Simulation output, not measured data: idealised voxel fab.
process module | voxel transistor to metal
cross-section cut | 185 nm wide | cells 5 nm
A cross-section is a grid of square cells, given in bands from the top down. A band is one or more rows of cells.
Each band's line starts with the height of the band's top and of its bottom, in nm. Then come its materials from left to right, each with its width in nm. One material with "throughout" fills the band from edge to edge. "air" is empty space.
Height 0 is the level under which the wafer as received is all one material. The lowest band goes on downwards, as in "0 down".
A width such as "30 to 40" changes by the same amount from each row of cells to the next, from the band's top row to its bottom row.
"no change" after a step means that no cell of the cross-section changed.
closed voids: empty space of 8 cells or more with no open way to the top, each as width x height at its distance from the left edge, in nm
after a step's settings: what the simulator itself notes on the step
overlay nm, on a step with a mask: how far to the right of its planned place the mask lay; to the left if negative
plan
1 op RECEIVE | material Si
2 op CONFORMAL_DEP | material SiO2 | thk nm 5
3 op CONFORMAL_DEP | material SiN | thk nm 15
4 op PATTERN | tone cover | mask id ACTIVE | material resist | width nm 105 | thk nm 15 | overlay nm 0
5 op DIRECTIONAL_ETCH | etch materials SiN | depth nm 15
6 op DIRECTIONAL_ETCH | etch materials SiO2 | depth nm 5
7 op DIRECTIONAL_ETCH | etch materials Si | depth nm 20
8 op STRIP | etch materials resist
9 op FILL_DEP | material SiO2 | thk nm 15
10 op CMP | height nm 20
11 op SELECTIVE_ETCH | etch materials SiO2 | depth nm 10
12 op STRIP | etch materials SiN
13 op SELECTIVE_ETCH | etch materials SiO2 | depth nm 5
14 op OXIDIZE | depth nm 5
15 op DIRECTIONAL_DEP | material polySi | thk nm 25
16 op DIRECTIONAL_DEP | material SiCN | thk nm 10
17 op DIRECTIONAL_DEP | material aC | thk nm 15
18 op PATTERN | tone cover | mask id GATE | material resist | width nm 25 | thk nm 30 | overlay nm 0
19 op DIRECTIONAL_ETCH | etch materials aC | depth nm 15
20 op STRIP | etch materials resist
21 op DIRECTIONAL_ETCH | etch materials SiCN | depth nm 20
22 op DIRECTIONAL_ETCH | etch materials polySi | depth nm 35
23 op STRIP | etch materials aC
24 op CONFORMAL_DEP | material SiO2 | thk nm 5
25 op DIRECTIONAL_ETCH | etch materials SiO2 | depth nm 5
26 op CONFORMAL_DEP | material SiN | thk nm 5
27 op DIRECTIONAL_ETCH | etch materials SiN | depth nm 5
28 op DIRECTIONAL_ETCH | etch materials SiO2 | depth nm 5
29 op DIRECTIONAL_ETCH | etch materials Si | depth nm 5
30 op EPI | material nSi | thk nm 10
31 op FILL_DEP | material SiO2 | thk nm 5
32 op CMP | height nm 25
33 op STRIP | etch materials polySi
34 op SELECTIVE_ETCH | etch materials SiO2 | depth nm 5
35 op CONFORMAL_DEP | material HfO2 | thk nm 5
36 op CONFORMAL_DEP | material TiN | thk nm 5
37 op FILL_DEP | material W | thk nm 10
38 op CMP | height nm 20
39 op DIRECTIONAL_DEP | material SiO2 | thk nm 15
40 op MASKED_ETCH | tone open | mask id CONTACT | width nm 15 | pitch nm 70 | etch materials SiO2 | depth nm 35 | overlay nm 0
41 op CONFORMAL_DEP | material TiN | thk nm 5
42 op FILL_DEP | material Ru | thk nm 10
43 op CMP | height nm 35
44 op CONFORMAL_DEP | material SiCN | thk nm 5
45 op DIRECTIONAL_DEP | material lowk | thk nm 20
46 op MASKED_ETCH | tone open | mask id METAL_1 | width nm 15 | pitch nm 70 | etch materials lowk | depth nm 20 | overlay nm 0
47 op MASKED_ETCH | tone open | mask id METAL_1 | width nm 15 | pitch nm 70 | etch materials SiCN | depth nm 5 | overlay nm 0
48 op CONFORMAL_DEP | material TiN | thk nm 5
49 op FILL_DEP | material Cu | thk nm 5
50 op CMP | height nm 60
51 op EPI | material Ru | thk nm 5
52 op FILL_DEP | material SiCN | thk nm 5
53 op DIRECTIONAL_DEP | material SiO2 | thk nm 30
54 op PATTERN | tone open | mask id METAL_2 | material resist | width nm 15 | pitch nm 70 | thk nm 15 | overlay nm 0
55 op DIRECTIONAL_ETCH | etch materials SiO2 | depth nm 20
56 op STRIP | etch materials resist
57 op MASKED_ETCH | tone open | mask id METAL_2_HOLES | width nm 15 | pitch nm 70 | etch materials SiO2 | depth nm 10 | overlay nm 0
58 op MASKED_ETCH | tone open | mask id METAL_2_HOLES | width nm 15 | pitch nm 70 | etch materials SiCN | depth nm 5 | overlay nm 0
59 op CONFORMAL_DEP | material TiN | thk nm 5
60 op FILL_DEP | material Ru | thk nm 5
61 op CMP | height nm 100
62 op CONFORMAL_DEP | material SiCN | thk nm 5
as received, after step 1
  0 down: Si throughout
  closed voids: none
a wafer at the end: this start, this plan, one mistake
  105 to 100: SiCN throughout
  100 to 70: SiO2 50 | TiN 5 | Ru 5 | TiN 5 | SiO2 55 | TiN 5 | Ru 5 | TiN 5 | SiO2 50
  70 to 65: SiCN 50 | TiN 15 | SiCN 55 | TiN 15 | SiCN 50
  65 to 60: SiCN 45 | Ru 25 | SiCN 45 | Ru 25 | SiCN 45
  60 to 40: lowk 50 | TiN 5 | Cu 5 | TiN 5 | lowk 55 | TiN 5 | Cu 5 | TiN 5 | lowk 50
  40 to 35: SiCN 50 | TiN 15 | SiCN 55 | TiN 15 | SiCN 50
  35 to 20: SiO2 50 | TiN 5 | Ru 5 | TiN 5 | SiO2 55 | TiN 5 | Ru 5 | TiN 5 | SiO2 50
  20 to 10: SiO2 50 | TiN 5 | Ru 5 | TiN 5 | SiO2 5 | SiN 5 | HfO2 5 | TiN 5 | W 15 | TiN 5 | HfO2 5 | SiN 5 | SiO2 5 | TiN 5 | Ru 5 | TiN 5 | SiO2 50
  10 to 5: SiO2 50 | TiN 15 | SiO2 5 | SiN 5 | HfO2 5 | TiN 5 | W 15 | TiN 5 | HfO2 5 | SiN 5 | SiO2 5 | TiN 15 | SiO2 50
  5 to 0: SiO2 35 | SiN 5 | nSi 10 | TiN 10 | nSi 10 | SiN 5 | HfO2 5 | TiN 25 | HfO2 5 | SiN 5 | nSi 10 | TiN 10 | nSi 10 | SiN 5 | SiO2 35
  0 to -5: SiO2 40 | nSi 30 | SiO2 5 | HfO2 35 | SiO2 5 | nSi 30 | SiO2 40
  -5 to -10: SiO2 35 | Si 5 | nSi 30 | Si 45 | nSi 30 | Si 5 | SiO2 35
  -10 to -20: SiO2 35 | Si 115 | SiO2 35
  -20 down: Si throughout
  closed voids: none
what went wrong: step 4 ran as: op PATTERN | tone cover | mask id ACTIVE | material resist | width nm 115 | thk nm 15 | overlay nm 0
